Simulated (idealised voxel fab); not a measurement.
You're looking at the process module voxel wiring stack.
The cross-section on display is named cut; it measures 270 nm wide, and its cells are 5 nm squares.
Cross-section layout: square cells on a grid; listed as bands, top to bottom; a band spans one or more cell rows. First you get the band's top height and its bottom height, in nm, and then the materials it's made of, left to right, with each width in nm. If you see a single material with "everywhere", that one covers the band edge to edge. "empty" is empty space. All heights in this document are referenced to 0, defined as the level beneath which the wafer, as received, consists entirely of one material. The lowest band is not bounded below; it extends indefinitely downward and is written in the form "z 0 and below". Read "30..40" as a graded width: first number on top, second number at the bottom, same change between each pair of neighbouring rows. Reading "no change" for a step: not a cell of the cross-section changed in it. The entry "Enclosed empty spaces" lists the empty spaces that cover at least 8 cells and have no open path to the top. Each is written as width x height at distance, where the distance is measured from the left edge and all three values are in nm. It should be noted that, on the line of a given step, the content following the step's settings is a remark produced by the simulator itself with respect to that step. overlay nm: right-of-plan distance of the mask on a masked step; negative values mean left-of-plan.
Below is the list of planned process steps
1) RECEIVE with material Si
2) CONFORMAL_DEP with material SiO2, thk nm 10
3) DIRECTIONAL_DEP with material TiN, thk nm 5
4) DIRECTIONAL_DEP with material W, thk nm 20
5) MASKED_ETCH with tone cover, mask id METAL_1, width nm 25, pitch nm 55, etch materials W, depth nm 20, overlay nm 0
6) MASKED_ETCH with tone cover, mask id METAL_1, width nm 25, pitch nm 55, etch materials TiN, depth nm 5, overlay nm 0
7) CONFORMAL_DEP with material SiCN, thk nm 5
8) FILL_DEP with material SiO2, thk nm 5
9) CMP with height nm 35
10) CONFORMAL_DEP with material SiCN, thk nm 5
11) DIRECTIONAL_DEP with material lowk, thk nm 15
12) DIRECTIONAL_DEP with material aC, thk nm 15
13) PATTERN with tone open, mask id PLUG_1, material resist, width nm 15, pitch nm 55, thk nm 30, overlay nm 0
14) DIRECTIONAL_ETCH with etch materials aC, depth nm 15
15) STRIP with etch materials resist
16) DIRECTIONAL_ETCH with etch materials lowk, depth nm 15
17) DIRECTIONAL_ETCH with etch materials SiCN, depth nm 5
18) STRIP with etch materials aC
19) CONFORMAL_DEP with material TiN, thk nm 5
20) FILL_DEP with material Cu, thk nm 10
21) CMP with height nm 55
22) DIRECTIONAL_DEP with material TiN, thk nm 5
23) DIRECTIONAL_DEP with material Ru, thk nm 20
24) DIRECTIONAL_DEP with material aC, thk nm 15
25) PATTERN with tone cover, mask id METAL_2, material resist, width nm 25, pitch nm 55, thk nm 35, overlay nm 0
26) DIRECTIONAL_ETCH with etch materials aC, depth nm 15
27) STRIP with etch materials resist
28) DIRECTIONAL_ETCH with etch materials Ru, depth nm 20
29) DIRECTIONAL_ETCH with etch materials TiN, depth nm 5
30) STRIP with etch materials aC
31) FILL_DEP with material SiO2, thk nm 5
32) CMP with height nm 80
33) CONFORMAL_DEP with material SiCN, thk nm 5
34) DIRECTIONAL_DEP with material lowk, thk nm 30
35) PATTERN with tone open, mask id METAL_3, material resist, width nm 25, pitch nm 55, thk nm 20, overlay nm 0
36) DIRECTIONAL_ETCH with etch materials lowk, depth nm 15
37) STRIP with etch materials resist
38) DIRECTIONAL_DEP with material aC, thk nm 15
39) PATTERN with tone open, mask id METAL_3_HOLES, material resist, width nm 15, thk nm 35, overlay nm 0
40) DIRECTIONAL_ETCH with etch materials aC, depth nm 15
41) STRIP with etch materials resist
42) DIRECTIONAL_ETCH with etch materials lowk, depth nm 15
43) DIRECTIONAL_ETCH with etch materials SiCN, depth nm 5
44) STRIP with etch materials aC
45) CONFORMAL_DEP with material TiN, thk nm 5
46) FILL_DEP with material Cu, thk nm 10
47) CMP with height nm 115
48) CONFORMAL_DEP with material SiN, thk nm 5
as received, after step 1
	z 0 and below = Si everywhere
	Enclosed empty spaces: none
First of two wafers at the end of the module, shown in cross-section; run carried out as planned
	z 120 to 115 = SiN everywhere
	z 115 to 105 = 95 of lowk | 5 of TiN | 15 of Cu | 5 of TiN | 30 of lowk | 5 of TiN | 15 of Cu | 5 of TiN | 95 of lowk
	z 105 to 100 = 95 of lowk | 5 of TiN | 5 of Cu | 15 of TiN | 30 of lowk | 25 of TiN | 95 of lowk
	z 100 to 85 = 95 of lowk | 5 of TiN | 5 of Cu | 5 of TiN | 160 of lowk
	z 85 to 80 = 95 of SiCN | 15 of TiN | 160 of SiCN
	z 80 to 60 = 95 of SiO2 | 25 of Ru | 30 of SiO2 | 25 of Ru | 95 of SiO2
	z 60 to 55 = 95 of SiO2 | 25 of TiN | 30 of SiO2 | 25 of TiN | 95 of SiO2
	z 55 to 40 = 95 of lowk | 5 of TiN | 5 of Cu | 5 of TiN | 40 of lowk | 5 of TiN | 5 of Cu | 5 of TiN | 105 of lowk
	z 40 to 35 = 95 of SiCN | 15 of TiN | 40 of SiCN | 15 of TiN | 105 of SiCN
	z 35 to 15 = 90 of SiO2 | 5 of SiCN | 25 of W | 5 of SiCN | 20 of SiO2 | 5 of SiCN | 25 of W | 5 of SiCN | 90 of SiO2
	z 15 to 10 = 95 of SiCN | 25 of TiN | 30 of SiCN | 25 of TiN | 95 of SiCN
	z 10 to 0 = SiO2 everywhere
	z 0 and below = Si everywhere
	Enclosed empty spaces: none
Second wafer cross-section at end of module - shared start and plan with the first, one mistake in the run
	z 120 to 115 = SiN everywhere
	z 115 to 105 = 95 of lowk | 5 of TiN | 15 of Cu | 5 of TiN | 30 of lowk | 5 of TiN | 15 of Cu | 5 of TiN | 95 of lowk
	z 105 to 100 = 95 of lowk | 5 of TiN | 5 of Cu | 15 of TiN | 30 of lowk | 25 of TiN | 95 of lowk
	z 100 to 85 = 95 of lowk | 5 of TiN | 5 of Cu | 5 of TiN | 160 of lowk
	z 85 to 80 = 95 of SiCN | 15 of TiN | 160 of SiCN
	z 80 to 60 = 95 of SiO2 | 25 of Ru | 30 of SiO2 | 25 of Ru | 95 of SiO2
	z 60 to 55 = 95 of SiO2 | 25 of TiN | 30 of SiO2 | 25 of TiN | 95 of SiO2
	z 55 to 40 = Ru everywhere
	z 40 to 35 = SiCN everywhere
	z 35 to 15 = 90 of SiO2 | 5 of SiCN | 25 of W | 5 of SiCN | 20 of SiO2 | 5 of SiCN | 25 of W | 5 of SiCN | 90 of SiO2
	z 15 to 10 = 95 of SiCN | 25 of TiN | 30 of SiCN | 25 of TiN | 95 of SiCN
	z 10 to 0 = SiO2 everywhere
	z 0 and below = Si everywhere
	Enclosed empty spaces: none
Against the plan, the run slipped here: step 11 ran as: DIRECTIONAL_DEP with material Ru, thk nm 15
End of process, cell counts, second wafer against first, materials with more or fewer: -6 Cu; +162 Ru; +6 SiCN; -18 TiN; -144 lowk
